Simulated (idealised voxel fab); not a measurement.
This section sets out a process module, namely voxel gate over fins.
In the cross-section labelled cut, the width is 300 nm and each square cell is 5 nm.
This document writes a cross-section as a grid whose cells are square, and gives it as bands, listed from the top down; one or more rows of cells form a band.
Heads up on the band format: heights come first, top then bottom, in nm. After that it's the materials left to right, each with its width in nm. A single material flagged "everywhere" fills the whole band edge to edge, and "air" means there's empty space there.
The level at which height equals 0 is the one under which the wafer, as it arrives, is entirely one material. No lower edge exists for the bottom band, which continues downward and is notated as in "from 0 down".
With a width like "30 to 40", each row of cells in the band differs from the next by the same amount, the top row carrying the first number and the bottom row the second.
"no change", as given for a step, is the statement that not any cell of the cross-section underwent a change during that step.
In "Voids lacking openings" the enclosed voids are listed, meaning empty spaces of 8 cells or larger without any opening to the top. The form is width x height at distance, distance from the left edge, units nm.
What comes after the settings on a step's line is commentary from the simulator itself on that step.
overlay nm: for a step with a mask, the amount by which the mask lay right of where it was planned; a negative amount means left of it.

## This section lists the process steps that were planned
1,RECEIVE: material Si
2,CONFORMAL_DEP: material SiN, thk nm 5
3,MASKED_ETCH: tone cover, mask id FINS, width nm 15, pitch nm 40, etch materials SiN, depth nm 5, overlay nm 0
4,MASKED_ETCH: tone cover, mask id FINS, width nm 15, pitch nm 40, etch materials Si, depth nm 40, overlay nm 0
5,OXIDIZE: depth nm 5
6,FILL_DEP: material SiO2, thk nm 15
7,CMP: height nm 5
8,SELECTIVE_ETCH: etch materials SiO2, depth nm 20
9,STRIP: etch materials SiN
10,CONFORMAL_DEP: material HfO2, thk nm 5
11,CONFORMAL_DEP: material TiN, thk nm 5
12,FILL_DEP: material W, thk nm 15
13,CMP: height nm 20
14,CONFORMAL_DEP: material SiN, thk nm 5

## First of two wafers - as planned

## The cross-section here shows the wafer as received, i.e. in its state after step 1
	from 0 down = Si everywhere
	Voids lacking openings: none

## Upon completion of step 2, the wafer appears in cross-section as shown
	from 5 to 0 = SiN everywhere
	Unchanged below 0.

## Upon completion of step 3, the wafer appears in cross-section as shown
	from 5 to 0 = 100 nm air  15 nm SiN  25 nm air  15 nm SiN  25 nm air  15 nm SiN  105 nm air
	Unchanged below 0.

## Upon completion of step 4, the wafer appears in cross-section as shown
	from 5 to 0 = 100 nm air  15 nm SiN  25 nm air  15 nm SiN  25 nm air  15 nm SiN  105 nm air
	from 0 to -40 = 100 nm air  15 nm Si  25 nm air  15 nm Si  25 nm air  15 nm Si  105 nm air
	Unchanged below -40.

## Upon completion of step 5, the wafer appears in cross-section as shown
	from 5 to 0 = 100 nm air  15 nm SiN  25 nm air  15 nm SiN  25 nm air  15 nm SiN  105 nm air
	from 0 to -40 = 100 nm air  5 nm SiO2  5 nm Si  5 nm SiO2  25 nm air  5 nm SiO2  5 nm Si  5 nm SiO2  25 nm air  5 nm SiO2  5 nm Si  5 nm SiO2  105 nm air
	from -40 to -45 = 105 nm SiO2  5 nm Si  35 nm SiO2  5 nm Si  35 nm SiO2  5 nm Si  110 nm SiO2
	Unchanged below -45.

## Upon completion of step 6, the wafer appears in cross-section as shown
	from 20 to 5 = SiO2 everywhere
	from 5 to 0 = 100 nm SiO2  15 nm SiN  25 nm SiO2  15 nm SiN  25 nm SiO2  15 nm SiN  105 nm SiO2
	from 0 to -45 = 105 nm SiO2  5 nm Si  35 nm SiO2  5 nm Si  35 nm SiO2  5 nm Si  110 nm SiO2
	Unchanged below -45.

## Upon completion of step 7, the wafer appears in cross-section as shown
	from 5 to 0 = 100 nm SiO2  15 nm SiN  25 nm SiO2  15 nm SiN  25 nm SiO2  15 nm SiN  105 nm SiO2
	Unchanged below 0.

## Upon completion of step 8, the wafer appears in cross-section as shown
	from 5 to 0 = 100 nm air  15 nm SiN  25 nm air  15 nm SiN  25 nm air  15 nm SiN  105 nm air
	from 0 to -15 = 105 nm air  5 nm Si  35 nm air  5 nm Si  35 nm air  5 nm Si  110 nm air
	Unchanged below -15.

## Upon completion of step 9, the wafer appears in cross-section as shown
	from 0 to -15 = 105 nm air  5 nm Si  35 nm air  5 nm Si  35 nm air  5 nm Si  110 nm air
	Unchanged below -15.

## Upon completion of step 10, the wafer appears in cross-section as shown
	from 5 to 0 = 100 nm air  15 nm HfO2  25 nm air  15 nm HfO2  25 nm air  15 nm HfO2  105 nm air
	from 0 to -10 = 100 nm air  5 nm HfO2  5 nm Si  5 nm HfO2  25 nm air  5 nm HfO2  5 nm Si  5 nm HfO2  25 nm air  5 nm HfO2  5 nm Si  5 nm HfO2  105 nm air
	from -10 to -15 = 105 nm HfO2  5 nm Si  35 nm HfO2  5 nm Si  35 nm HfO2  5 nm Si  110 nm HfO2
	Unchanged below -15.

## Upon completion of step 11, the wafer appears in cross-section as shown
	from 10 to 5 = 95 nm air  25 nm TiN  15 nm air  25 nm TiN  15 nm air  25 nm TiN  100 nm air
	from 5 to 0 = 95 nm air  5 nm TiN  15 nm HfO2  5 nm TiN  15 nm air  5 nm TiN  15 nm HfO2  5 nm TiN  15 nm air  5 nm TiN  15 nm HfO2  5 nm TiN  100 nm air
	from 0 to -5 = 95 nm air  5 nm TiN  5 nm HfO2  5 nm Si  5 nm HfO2  5 nm TiN  15 nm air  5 nm TiN  5 nm HfO2  5 nm Si  5 nm HfO2  5 nm TiN  15 nm air  5 nm TiN  5 nm HfO2  5 nm Si  5 nm HfO2  5 nm TiN  100 nm air
	from -5 to -10 = 100 nm TiN  5 nm HfO2  5 nm Si  5 nm HfO2  25 nm TiN  5 nm HfO2  5 nm Si  5 nm HfO2  25 nm TiN  5 nm HfO2  5 nm Si  5 nm HfO2  105 nm TiN
	Unchanged below -10.

## Upon completion of step 12, the wafer appears in cross-section as shown
	from 25 to 10 = W everywhere
	from 10 to 5 = 95 nm W  25 nm TiN  15 nm W  25 nm TiN  15 nm W  25 nm TiN  100 nm W
	from 5 to 0 = 95 nm W  5 nm TiN  15 nm HfO2  5 nm TiN  15 nm W  5 nm TiN  15 nm HfO2  5 nm TiN  15 nm W  5 nm TiN  15 nm HfO2  5 nm TiN  100 nm W
	from 0 to -5 = 95 nm W  5 nm TiN  5 nm HfO2  5 nm Si  5 nm HfO2  5 nm TiN  15 nm W  5 nm TiN  5 nm HfO2  5 nm Si  5 nm HfO2  5 nm TiN  15 nm W  5 nm TiN  5 nm HfO2  5 nm Si  5 nm HfO2  5 nm TiN  100 nm W
	Unchanged below -5.

## Upon completion of step 13, the wafer appears in cross-section as shown
	from 20 to 10 = W everywhere
	Unchanged below 10.

## Upon completion of step 14, the wafer appears in cross-section as shown
	from 25 to 20 = SiN everywhere
	Unchanged below 20.

## Second wafer: same start and same plan as the first, one execution error; identical to the first through step 3

## Here is the second wafer in cross-section at the point where step 4 of the plan should have been done
	from 5 to 0 = 100 nm air  15 nm SiN  25 nm air  15 nm SiN  25 nm air  15 nm SiN  105 nm air
	from 0 to -45 = 100 nm air  15 nm Si  25 nm air  15 nm Si  25 nm air  15 nm Si  105 nm air
	Unchanged below -45.

## Here is the second wafer in cross-section at the point where step 5 of the plan should have been done
	from 5 to 0 = 100 nm air  15 nm SiN  25 nm air  15 nm SiN  25 nm air  15 nm SiN  105 nm air
	from 0 to -45 = 100 nm air  5 nm SiO2  5 nm Si  5 nm SiO2  25 nm air  5 nm SiO2  5 nm Si  5 nm SiO2  25 nm air  5 nm SiO2  5 nm Si  5 nm SiO2  105 nm air
	from -45 to -50 = 105 nm SiO2  5 nm Si  35 nm SiO2  5 nm Si  35 nm SiO2  5 nm Si  110 nm SiO2
	Unchanged below -50.

## Here is the second wafer in cross-section at the point where step 6 of the plan should have been done
	from 20 to 5 = SiO2 everywhere
	from 5 to 0 = 100 nm SiO2  15 nm SiN  25 nm SiO2  15 nm SiN  25 nm SiO2  15 nm SiN  105 nm SiO2
	from 0 to -50 = 105 nm SiO2  5 nm Si  35 nm SiO2  5 nm Si  35 nm SiO2  5 nm Si  110 nm SiO2
	Unchanged below -50.

## Here is the second wafer in cross-section at the point where step 7 of the plan should have been done
	from 5 to 0 = 100 nm SiO2  15 nm SiN  25 nm SiO2  15 nm SiN  25 nm SiO2  15 nm SiN  105 nm SiO2
	Unchanged below 0.

## Here is the second wafer in cross-section at the point where step 8 of the plan should have been done
	from 5 to 0 = 100 nm air  15 nm SiN  25 nm air  15 nm SiN  25 nm air  15 nm SiN  105 nm air
	from 0 to -15 = 105 nm air  5 nm Si  35 nm air  5 nm Si  35 nm air  5 nm Si  110 nm air
	Unchanged below -15.

## Here is the second wafer in cross-section at the point where step 9 of the plan should have been done
	from 0 to -15 = 105 nm air  5 nm Si  35 nm air  5 nm Si  35 nm air  5 nm Si  110 nm air
	Unchanged below -15.

## Here is the second wafer in cross-section at the point where step 10 of the plan should have been done
	from 5 to 0 = 100 nm air  15 nm HfO2  25 nm air  15 nm HfO2  25 nm air  15 nm HfO2  105 nm air
	from 0 to -10 = 100 nm air  5 nm HfO2  5 nm Si  5 nm HfO2  25 nm air  5 nm HfO2  5 nm Si  5 nm HfO2  25 nm air  5 nm HfO2  5 nm Si  5 nm HfO2  105 nm air
	from -10 to -15 = 105 nm HfO2  5 nm Si  35 nm HfO2  5 nm Si  35 nm HfO2  5 nm Si  110 nm HfO2
	Unchanged below -15.

## Here is the second wafer in cross-section at the point where step 11 of the plan should have been done
	from 10 to 5 = 95 nm air  25 nm TiN  15 nm air  25 nm TiN  15 nm air  25 nm TiN  100 nm air
	from 5 to 0 = 95 nm air  5 nm TiN  15 nm HfO2  5 nm TiN  15 nm air  5 nm TiN  15 nm HfO2  5 nm TiN  15 nm air  5 nm TiN  15 nm HfO2  5 nm TiN  100 nm air
	from 0 to -5 = 95 nm air  5 nm TiN  5 nm HfO2  5 nm Si  5 nm HfO2  5 nm TiN  15 nm air  5 nm TiN  5 nm HfO2  5 nm Si  5 nm HfO2  5 nm TiN  15 nm air  5 nm TiN  5 nm HfO2  5 nm Si  5 nm HfO2  5 nm TiN  100 nm air
	from -5 to -10 = 100 nm TiN  5 nm HfO2  5 nm Si  5 nm HfO2  25 nm TiN  5 nm HfO2  5 nm Si  5 nm HfO2  25 nm TiN  5 nm HfO2  5 nm Si  5 nm HfO2  105 nm TiN
	Unchanged below -10.

## Here is the second wafer in cross-section at the point where step 12 of the plan should have been done
	from 25 to 10 = W everywhere
	from 10 to 5 = 95 nm W  25 nm TiN  15 nm W  25 nm TiN  15 nm W  25 nm TiN  100 nm W
	from 5 to 0 = 95 nm W  5 nm TiN  15 nm HfO2  5 nm TiN  15 nm W  5 nm TiN  15 nm HfO2  5 nm TiN  15 nm W  5 nm TiN  15 nm HfO2  5 nm TiN  100 nm W
	from 0 to -5 = 95 nm W  5 nm TiN  5 nm HfO2  5 nm Si  5 nm HfO2  5 nm TiN  15 nm W  5 nm TiN  5 nm HfO2  5 nm Si  5 nm HfO2  5 nm TiN  15 nm W  5 nm TiN  5 nm HfO2  5 nm Si  5 nm HfO2  5 nm TiN  100 nm W
	Unchanged below -5.

## Here is the second wafer in cross-section at the point where step 13 of the plan should have been done
	from 20 to 10 = W everywhere
	Unchanged below 10.

## Here is the second wafer in cross-section at the point where step 14 of the plan should have been done
	from 25 to 20 = SiN everywhere
	Unchanged below 20.
Against the plan, the run slipped here: step 4 was run on a setting that differed from the plan, and what really ran there is MASKED_ETCH: tone cover, mask id FINS, width nm 15, pitch nm 40, etch materials Si, depth nm 45, overlay nm 0
Final cells, second wafer relative to first, materials higher or lower: -57 Si, +57 SiO2
